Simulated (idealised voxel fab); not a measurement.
The following is a process module called voxel double patterning.
The cross-section shown here is cut; it is 220 nm wide and divided into square cells measuring 5 nm on a side.
A cross-section in this document is a grid of square cells, and it is written down as bands, the top band listed before the ones below it; a band is made up of one or more rows of cells. The entry gives the band's vertical extent as a top height and a bottom height in nm, then its horizontal make-up as materials from left to right, each with a width in nm. "air" stands for empty space; a single material marked "full width" fills the band edge to edge. Ref level 0: as-received wafer is one material below here. Bottom band extends down with no lower bound ("0 and below"). The width entry "30..40" should be interpreted row by row: the top row of cells in the band takes the first number, the bottom row takes the second number, and the change between adjacent rows is uniform throughout. "identical to before", as given for a step, is the statement that not any cell of the cross-section underwent a change during that step. "Voids, enclosed" contains a list of empty spaces, each no smaller than 8 cells and without an open way to the top, written in the form width x height at distance with the distance from the left edge and all three in nm. after a step's settings: what the simulator itself notes on the step. overlay nm: right-of-plan distance of the mask on a masked step; negative values mean left-of-plan.
### Process steps (planned)
1) RECEIVE | material Si
2) CONFORMAL_DEP | material SiO2 | thk nm 5
3) DIRECTIONAL_DEP | material TiN | thk nm 15
4) DIRECTIONAL_DEP | material SiCN | thk nm 10
5) PATTERN | tone open | mask id FIRST | material resist | width nm 15 | pitch nm 50 | thk nm 15 | overlay nm 0
6) DIRECTIONAL_ETCH | etch materials SiCN | depth nm 10
7) STRIP | etch materials resist
8) DIRECTIONAL_DEP | material aC | thk nm 10
9) PATTERN | tone open | mask id SECOND | material resist | width nm 15 | thk nm 25 | overlay nm 0
10) DIRECTIONAL_ETCH | etch materials aC | depth nm 10
11) STRIP | etch materials resist
12) DIRECTIONAL_ETCH | etch materials SiCN | depth nm 10
13) STRIP | etch materials aC
14) DIRECTIONAL_ETCH | etch materials TiN | depth nm 15
15) STRIP | etch materials SiCN
### First wafer out of two, processed as planned
### The cross-section here shows the wafer as received, i.e. in its state after step 1
	0 and below = Si full width
	Voids, enclosed: none
### Upon completion of step 2, the wafer appears in cross-section as shown
	5 down to 0 = SiO2 full width
	Whatever lies below 0 is exactly as it was before.
### Upon completion of step 3, the wafer appears in cross-section as shown
	20 down to 5 = TiN full width
	Whatever lies below 5 is exactly as it was before.
### Upon completion of step 4, the wafer appears in cross-section as shown
	30 down to 20 = SiCN full width
	Whatever lies below 20 is exactly as it was before.
### Upon completion of step 5, the wafer appears in cross-section as shown
	45 down to 30 = 75 nm resist, then 15 nm air, then 35 nm resist, then 15 nm air, then 80 nm resist
	Whatever lies below 30 is exactly as it was before.
### Upon completion of step 6, the wafer appears in cross-section as shown
	45 down to 30 = 75 nm resist, then 15 nm air, then 35 nm resist, then 15 nm air, then 80 nm resist
	30 down to 20 = 75 nm SiCN, then 15 nm air, then 35 nm SiCN, then 15 nm air, then 80 nm SiCN
	Whatever lies below 20 is exactly as it was before.
### Upon completion of step 7, the wafer appears in cross-section as shown
	30 down to 20 = 75 nm SiCN, then 15 nm air, then 35 nm SiCN, then 15 nm air, then 80 nm SiCN
	Whatever lies below 20 is exactly as it was before.
### Upon completion of step 8, the wafer appears in cross-section as shown
	40 down to 30 = 75 nm aC, then 15 nm air, then 35 nm aC, then 15 nm air, then 80 nm aC
	30 down to 20 = 75 nm SiCN, then 15 nm aC, then 35 nm SiCN, then 15 nm aC, then 80 nm SiCN
	Whatever lies below 20 is exactly as it was before.
### Upon completion of step 9, the wafer appears in cross-section as shown
	65 down to 40 = 100 nm resist, then 15 nm air, then 105 nm resist
	40 down to 30 = 75 nm aC, then 15 nm resist, then 35 nm aC, then 15 nm resist, then 80 nm aC
	Whatever lies below 30 is exactly as it was before.
### Upon completion of step 10, the wafer appears in cross-section as shown
	55 down to 40 = 100 nm resist, then 15 nm air, then 105 nm resist
	40 down to 30 = 75 nm aC, then 15 nm resist, then 10 nm aC, then 15 nm air, then 10 nm aC, then 15 nm resist, then 80 nm aC
	Whatever lies below 30 is exactly as it was before.
### Upon completion of step 11, the wafer appears in cross-section as shown
	40 down to 30 = 75 nm aC, then 15 nm air, then 10 nm aC, then 15 nm air, then 10 nm aC, then 15 nm air, then 80 nm aC
	Whatever lies below 30 is exactly as it was before.
### Upon completion of step 12, the wafer appears in cross-section as shown
	40 down to 30 = 75 nm aC, then 15 nm air, then 10 nm aC, then 15 nm air, then 10 nm aC, then 15 nm air, then 80 nm aC
	30 down to 20 = 75 nm SiCN, then 15 nm aC, then 10 nm SiCN, then 15 nm air, then 10 nm SiCN, then 15 nm aC, then 80 nm SiCN
	Whatever lies below 20 is exactly as it was before.
### Upon completion of step 13, the wafer appears in cross-section as shown
	30 down to 20 = 75 nm SiCN, then 15 nm air, then 10 nm SiCN, then 15 nm air, then 10 nm SiCN, then 15 nm air, then 80 nm SiCN
	Whatever lies below 20 is exactly as it was before.
### Upon completion of step 14, the wafer appears in cross-section as shown
	30 down to 20 = 75 nm SiCN, then 15 nm air, then 10 nm SiCN, then 15 nm air, then 10 nm SiCN, then 15 nm air, then 80 nm SiCN
	20 down to 5 = 75 nm TiN, then 15 nm air, then 10 nm TiN, then 15 nm air, then 10 nm TiN, then 15 nm air, then 80 nm TiN
	Whatever lies below 5 is exactly as it was before.
### Upon completion of step 15, the wafer appears in cross-section as shown
	20 down to 5 = 75 nm TiN, then 15 nm air, then 10 nm TiN, then 15 nm air, then 10 nm TiN, then 15 nm air, then 80 nm TiN
	Whatever lies below 5 is exactly as it was before.
### Second wafer. Start and plan as for the first. One mistake made in running. Agrees with the first up to and including step 1
The second wafer cut through, at the time step 2 was supposed to be finished: identical to before
### The second wafer cut through, at the time step 3 was supposed to be finished
	15 down to 0 = TiN full width
	Whatever lies below 0 is exactly as it was before.
### The second wafer cut through, at the time step 4 was supposed to be finished
	25 down to 15 = SiCN full width
	Whatever lies below 15 is exactly as it was before.
### The second wafer cut through, at the time step 5 was supposed to be finished
	40 down to 25 = 75 nm resist, then 15 nm air, then 35 nm resist, then 15 nm air, then 80 nm resist
	Whatever lies below 25 is exactly as it was before.
### The second wafer cut through, at the time step 6 was supposed to be finished
	40 down to 25 = 75 nm resist, then 15 nm air, then 35 nm resist, then 15 nm air, then 80 nm resist
	25 down to 15 = 75 nm SiCN, then 15 nm air, then 35 nm SiCN, then 15 nm air, then 80 nm SiCN
	Whatever lies below 15 is exactly as it was before.
### The second wafer cut through, at the time step 7 was supposed to be finished
	25 down to 15 = 75 nm SiCN, then 15 nm air, then 35 nm SiCN, then 15 nm air, then 80 nm SiCN
	Whatever lies below 15 is exactly as it was before.
### The second wafer cut through, at the time step 8 was supposed to be finished
	35 down to 25 = 75 nm aC, then 15 nm air, then 35 nm aC, then 15 nm air, then 80 nm aC
	25 down to 15 = 75 nm SiCN, then 15 nm aC, then 35 nm SiCN, then 15 nm aC, then 80 nm SiCN
	Whatever lies below 15 is exactly as it was before.
### The second wafer cut through, at the time step 9 was supposed to be finished
	60 down to 35 = 100 nm resist, then 15 nm air, then 105 nm resist
	35 down to 25 = 75 nm aC, then 15 nm resist, then 35 nm aC, then 15 nm resist, then 80 nm aC
	Whatever lies below 25 is exactly as it was before.
### The second wafer cut through, at the time step 10 was supposed to be finished
	50 down to 35 = 100 nm resist, then 15 nm air, then 105 nm resist
	35 down to 25 = 75 nm aC, then 15 nm resist, then 10 nm aC, then 15 nm air, then 10 nm aC, then 15 nm resist, then 80 nm aC
	Whatever lies below 25 is exactly as it was before.
### The second wafer cut through, at the time step 11 was supposed to be finished
	35 down to 25 = 75 nm aC, then 15 nm air, then 10 nm aC, then 15 nm air, then 10 nm aC, then 15 nm air, then 80 nm aC
	Whatever lies below 25 is exactly as it was before.
### The second wafer cut through, at the time step 12 was supposed to be finished
	35 down to 25 = 75 nm aC, then 15 nm air, then 10 nm aC, then 15 nm air, then 10 nm aC, then 15 nm air, then 80 nm aC
	25 down to 15 = 75 nm SiCN, then 15 nm aC, then 10 nm SiCN, then 15 nm air, then 10 nm SiCN, then 15 nm aC, then 80 nm SiCN
	Whatever lies below 15 is exactly as it was before.
### The second wafer cut through, at the time step 13 was supposed to be finished
	25 down to 15 = 75 nm SiCN, then 15 nm air, then 10 nm SiCN, then 15 nm air, then 10 nm SiCN, then 15 nm air, then 80 nm SiCN
	Whatever lies below 15 is exactly as it was before.
### The second wafer cut through, at the time step 14 was supposed to be finished
	25 down to 15 = 75 nm SiCN, then 15 nm air, then 10 nm SiCN, then 15 nm air, then 10 nm SiCN, then 15 nm air, then 80 nm SiCN
	15 down to 0 = 75 nm TiN, then 15 nm air, then 10 nm TiN, then 15 nm air, then 10 nm TiN, then 15 nm air, then 80 nm TiN
	Whatever lies below 0 is exactly as it was before.
### The second wafer cut through, at the time step 15 was supposed to be finished
	15 down to 0 = 75 nm TiN, then 15 nm air, then 10 nm TiN, then 15 nm air, then 10 nm TiN, then 15 nm air, then 80 nm TiN
	Whatever lies below 0 is exactly as it was before.
What was the processing mistake? step 2 of the plan was omitted and not executed
Count the cells at the end and the second wafer has more or fewer of some materials than the first: 44 fewer of SiO2
